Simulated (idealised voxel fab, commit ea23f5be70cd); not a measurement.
process module | voxel wiring stack
cross-section cut | 240 nm wide | cells 5 nm
A cross-section is a grid of square cells, given in bands from the top down. A band is one or more rows of cells.
Each band's line starts with the height of the band's top and of its bottom, in nm. Then come its materials from left to right, each with its width in nm. One material with "throughout" fills the band from edge to edge. "air" is empty space.
Height 0 is the level under which the wafer as received is all one material. The lowest band goes on downwards, as in "0 down".
A width such as "30 to 40" changes by the same amount from each row of cells to the next, from the band's top row to its bottom row.
"no change" after a step means that no cell of the cross-section changed.
closed voids: empty space of 8 cells or more with no open way to the top, each as width x height at its distance from the left edge, in nm
after a step's settings: what the simulator itself notes on the step
overlay nm, on a step with a mask: how far to the right of its planned place the mask lay; to the left if negative
plan
1 op RECEIVE | material Si
2 op CONFORMAL_DEP | material SiO2 | thk nm 15
3 op DIRECTIONAL_DEP | material TiN | thk nm 5
4 op DIRECTIONAL_DEP | material W | thk nm 20
5 op PATTERN | tone cover | mask id METAL_1 | material resist | width nm 25 | pitch nm 45 | thk nm 15 | overlay nm 0
6 op DIRECTIONAL_ETCH | etch materials W | depth nm 20
7 op DIRECTIONAL_ETCH | etch materials TiN | depth nm 5
8 op STRIP | etch materials resist
9 op FILL_DEP | material SiO2 | thk nm 10
10 op CMP | height nm 40
11 op CONFORMAL_DEP | material SiCN | thk nm 5
12 op DIRECTIONAL_DEP | material SiO2 | thk nm 25
13 op MASKED_ETCH | tone open | mask id METAL_2_HOLES | width nm 15 | pitch nm 90 | etch materials SiO2 | depth nm 25 | overlay nm 0
14 op PATTERN | tone open | mask id METAL_2 | material resist | width nm 25 | pitch nm 45 | thk nm 15 | overlay nm 0
15 op DIRECTIONAL_ETCH | etch materials SiO2 | depth nm 15
16 op DIRECTIONAL_ETCH | etch materials SiCN | depth nm 5
17 op STRIP | etch materials resist
18 op CONFORMAL_DEP | material TiN | thk nm 5
19 op FILL_DEP | material Cu | thk nm 10
20 op CMP | height nm 70
21 op CONFORMAL_DEP | material SiCN | thk nm 5
22 op DIRECTIONAL_DEP | material SiO2 | thk nm 35
23 op DIRECTIONAL_DEP | material aC | thk nm 15
24 op PATTERN | tone open | mask id METAL_3 | material resist | width nm 25 | pitch nm 45 | thk nm 35 | overlay nm 0
25 op DIRECTIONAL_ETCH | etch materials aC | depth nm 15
26 op STRIP | etch materials resist
27 op DIRECTIONAL_ETCH | etch materials SiO2 | depth nm 20
28 op STRIP | etch materials aC
29 op PATTERN | tone open | mask id METAL_3_HOLES | material resist | width nm 15 | pitch nm 90 | thk nm 20 | overlay nm 0
30 op DIRECTIONAL_ETCH | etch materials SiO2 | depth nm 15
31 op DIRECTIONAL_ETCH | etch materials SiCN | depth nm 5
32 op STRIP | etch materials resist
33 op CONFORMAL_DEP | material TiN | thk nm 5
34 op FILL_DEP | material Ru | thk nm 10
35 op CMP | height nm 110
36 op CONFORMAL_DEP | material SiCN | thk nm 5
37 op DIRECTIONAL_DEP | material SiO2 | thk nm 25
38 op DIRECTIONAL_DEP | material aC | thk nm 15
39 op PATTERN | tone open | mask id METAL_4 | material resist | width nm 25 | pitch nm 45 | thk nm 30 | overlay nm 0
40 op DIRECTIONAL_ETCH | etch materials aC | depth nm 15
41 op STRIP | etch materials resist
42 op DIRECTIONAL_ETCH | etch materials SiO2 | depth nm 15
43 op STRIP | etch materials aC
44 op PATTERN | tone open | mask id METAL_4_HOLES | material resist | width nm 15 | pitch nm 90 | thk nm 20 | overlay nm 0
45 op DIRECTIONAL_ETCH | etch materials SiO2 | depth nm 10
46 op DIRECTIONAL_ETCH | etch materials SiCN | depth nm 5
47 op STRIP | etch materials resist
48 op CONFORMAL_DEP | material TiN | thk nm 5
49 op FILL_DEP | material Cu | thk nm 10
50 op CMP | height nm 140
51 op CONFORMAL_DEP | material SiN | thk nm 5
as received, after step 1
  0 down: Si throughout
  closed voids: none
first wafer at the end, as planned
  145 to 140: SiN throughout
  140 to 130: SiO2 60 | TiN 5 | Cu 15 | TiN 5 | SiO2 20 | TiN 5 | Cu 15 | TiN 5 | SiO2 20 | TiN 5 | Cu 15 | TiN 5 | SiO2 65
  130 to 125: SiO2 60 | TiN 5 | Cu 5 | TiN 15 | SiO2 20 | TiN 25 | SiO2 20 | TiN 5 | Cu 5 | TiN 15 | SiO2 65
  125 to 115: SiO2 60 | TiN 5 | Cu 5 | TiN 5 | SiO2 75 | TiN 5 | Cu 5 | TiN 5 | SiO2 75
  115 to 110: SiCN 60 | TiN 15 | SiCN 75 | TiN 15 | SiCN 75
  110 to 95: SiO2 60 | TiN 5 | Ru 15 | TiN 5 | SiO2 20 | TiN 5 | Ru 15 | TiN 5 | SiO2 20 | TiN 5 | Ru 15 | TiN 5 | SiO2 65
  95 to 90: SiO2 60 | TiN 5 | Ru 5 | TiN 15 | SiO2 20 | TiN 25 | SiO2 20 | TiN 5 | Ru 5 | TiN 15 | SiO2 65
  90 to 75: SiO2 60 | TiN 5 | Ru 5 | TiN 5 | SiO2 75 | TiN 5 | Ru 5 | TiN 5 | SiO2 75
  75 to 70: SiCN 60 | TiN 15 | SiCN 75 | TiN 15 | SiCN 75
  70 to 60: SiO2 60 | TiN 5 | Cu 15 | TiN 5 | SiO2 20 | TiN 5 | Cu 15 | TiN 5 | SiO2 20 | TiN 5 | Cu 15 | TiN 5 | SiO2 65
  60 to 55: SiO2 60 | TiN 5 | Cu 5 | TiN 15 | SiO2 20 | TiN 25 | SiO2 20 | TiN 5 | Cu 5 | TiN 15 | SiO2 65
  55 to 45: SiO2 60 | TiN 5 | Cu 5 | TiN 5 | SiO2 75 | TiN 5 | Cu 5 | TiN 5 | SiO2 75
  45 to 40: SiCN 60 | TiN 15 | SiCN 75 | TiN 15 | SiCN 75
  40 to 20: SiO2 60 | W 25 | SiO2 20 | W 25 | SiO2 20 | W 25 | SiO2 65
  20 to 15: SiO2 60 | TiN 25 | SiO2 20 | TiN 25 | SiO2 20 | TiN 25 | SiO2 65
  15 to 0: SiO2 throughout
  0 down: Si throughout
  closed voids: none
second wafer at the end: like start, like plan, one mistake
  145 to 140: SiN throughout
  140 to 130: SiO2 60 | TiN 5 | Cu 15 | TiN 5 | SiO2 20 | TiN 5 | Cu 15 | TiN 5 | SiO2 20 | TiN 5 | Cu 15 | TiN 5 | SiO2 65
  130 to 125: SiO2 60 | TiN 5 | Cu 5 | TiN 15 | SiO2 20 | TiN 25 | SiO2 20 | TiN 5 | Cu 5 | TiN 15 | SiO2 65
  125 to 115: SiO2 60 | TiN 5 | Cu 5 | TiN 5 | SiO2 75 | TiN 5 | Cu 5 | TiN 5 | SiO2 75
  115 to 110: SiCN 60 | TiN 15 | SiCN 75 | TiN 15 | SiCN 75
  110 to 95: SiO2 60 | TiN 5 | Ru 15 | TiN 5 | SiO2 20 | TiN 5 | Ru 15 | TiN 5 | SiO2 20 | TiN 5 | Ru 15 | TiN 5 | SiO2 65
  95 to 90: SiO2 60 | TiN 5 | Ru 5 | TiN 15 | SiO2 20 | TiN 25 | SiO2 20 | TiN 5 | Ru 5 | TiN 15 | SiO2 65
  90 to 75: SiO2 60 | TiN 5 | Ru 5 | TiN 5 | SiO2 75 | TiN 5 | Ru 5 | TiN 5 | SiO2 75
  75 to 70: SiCN 60 | TiN 15 | SiCN 75 | TiN 15 | SiCN 75
  70 to 60: SiO2 60 | TiN 5 | Cu 5 | TiN 5 | SiO2 75 | TiN 5 | Cu 5 | TiN 5 | SiO2 75
  60 to 55: SiO2 60 | TiN 15 | SiO2 75 | TiN 15 | SiO2 75
  55 to 45: SiO2 throughout
  45 to 40: SiCN throughout
  40 to 20: SiO2 60 | W 25 | SiO2 20 | W 25 | SiO2 20 | W 25 | SiO2 65
  20 to 15: SiO2 60 | TiN 25 | SiO2 20 | TiN 25 | SiO2 20 | TiN 25 | SiO2 65
  15 to 0: SiO2 throughout
  0 down: Si throughout
  closed voids: none
what went wrong: step 12 was run twice
at the end the second wafer has, in cells: 20 fewer of Cu | 6 more of SiCN | 39 more of SiO2 | 25 fewer of TiN
